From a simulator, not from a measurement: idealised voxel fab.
process module | voxel gate over fins
FYI the section here is cut, 210 nm wide, cells are 5 nm squares.
Just so we're on the same page, the cross-sections are grids of square cells, and they're listed out in bands top to bottom, each band one or more rows deep. Look at the band entry: it leads with the top's height and the bottom's height in nm. Then it lists the materials left to right, with a width in nm for each. The word "throughout" on a single material says that material fills the band edge to edge. The word "empty" is empty space. Heights are measured from 0, the level below which the as-received wafer is all one material; the lowest band has no bottom and continues downward, written as in "from 0 down". Width spec "30..40" -> top row of cells at first value, bottom row at second value, equal per-row change in between. "nothing altered" -> step changed no cross-section cell. Entry "Enclosed cavities". Content: empty spaces with no open connection to the top, size 8 cells or greater. Each: width x height at distance. Distance: from left edge. Unit: nm. On each step's line, the part that comes after the settings is the simulator's own comment on the step. The line of a step may include "overlay nm". On a step with a mask, this value is how far to the right of its planned place the mask lay. A negative value means the mask lay to the left.

### The planned process steps are enumerated hereunder
| 1 | op RECEIVE | material Si |
| 2 | op CONFORMAL_DEP | material SiN | thk nm 5 |
| 3 | op DIRECTIONAL_DEP | material aC | thk nm 10 |
| 4 | op PATTERN | tone cover | mask id FINS | material resist | width nm 15 | pitch nm 45 | thk nm 30 | overlay nm 0 |
| 5 | op DIRECTIONAL_ETCH | etch materials aC | depth nm 10 |
| 6 | op STRIP | etch materials resist |
| 7 | op DIRECTIONAL_ETCH | etch materials SiN | depth nm 5 |
| 8 | op DIRECTIONAL_ETCH | etch materials Si | depth nm 35 |
| 9 | op STRIP | etch materials aC |
| 10 | op OXIDIZE | depth nm 5 |
| 11 | op FILL_DEP | material SiO2 | thk nm 15 |
| 12 | op CMP | height nm 5 |
| 13 | op SELECTIVE_ETCH | etch materials SiO2 | depth nm 20 |
| 14 | op STRIP | etch materials SiN |
| 15 | op CONFORMAL_DEP | material HfO2 | thk nm 5 |
| 16 | op CONFORMAL_DEP | material TiN | thk nm 5 |
| 17 | op FILL_DEP | material W | thk nm 10 |
| 18 | op CMP | height nm 15 |
| 19 | op CONFORMAL_DEP | material SiN | thk nm 10 |

### As received (post step 1): cross-section
* from 0 down = Si throughout
* Enclosed cavities: none

### Here's the cross-section of the first of our two wafers at the end of the module - it ran as planned
* from 25 to 15 = SiN throughout
* from 15 to 10 = W throughout
* from 10 to 5 = 45 W, 25 TiN, 20 W, 25 TiN, 20 W, 25 TiN, 50 W
* from 5 to 0 = 45 W, 5 TiN, 15 HfO2, 5 TiN, 20 W, 5 TiN, 15 HfO2, 5 TiN, 20 W, 5 TiN, 15 HfO2, 5 TiN, 50 W
* from 0 to -5 = 45 W, 5 TiN, 5 HfO2, 5 Si, 5 HfO2, 5 TiN, 20 W, 5 TiN, 5 HfO2, 5 Si, 5 HfO2, 5 TiN, 20 W, 5 TiN, 5 HfO2, 5 Si, 5 HfO2, 5 TiN, 50 W
* from -5 to -10 = 50 TiN, 5 HfO2, 5 Si, 5 HfO2, 30 TiN, 5 HfO2, 5 Si, 5 HfO2, 30 TiN, 5 HfO2, 5 Si, 5 HfO2, 55 TiN
* from -10 to -15 = 55 HfO2, 5 Si, 40 HfO2, 5 Si, 40 HfO2, 5 Si, 60 HfO2
* from -15 to -40 = 55 SiO2, 5 Si, 40 SiO2, 5 Si, 40 SiO2, 5 Si, 60 SiO2
* from -40 down = Si throughout
* Enclosed cavities: none

### Wafer two cross-section, module end. Start and plan unchanged from wafer one; one mistake made during the run
* from 25 to 15 = SiN throughout
* from 15 to 5 = W throughout
* from 5 to 0 = 50 W, 15 TiN, 30 W, 15 TiN, 30 W, 15 TiN, 55 W
* from 0 to -10 = 50 W, 5 TiN, 5 Si, 5 TiN, 30 W, 5 TiN, 5 Si, 5 TiN, 30 W, 5 TiN, 5 Si, 5 TiN, 55 W
* from -10 to -15 = 55 TiN, 5 Si, 40 TiN, 5 Si, 40 TiN, 5 Si, 60 TiN
* from -15 to -40 = 55 SiO2, 5 Si, 40 SiO2, 5 Si, 40 SiO2, 5 Si, 60 SiO2
* from -40 down = Si throughout
* Enclosed cavities: none
Here's what went sideways: step 15 of the plan never got run, it was skipped over
Materials where the second wafer ends with more or fewer cells than the first: HfO2 -60; W +60
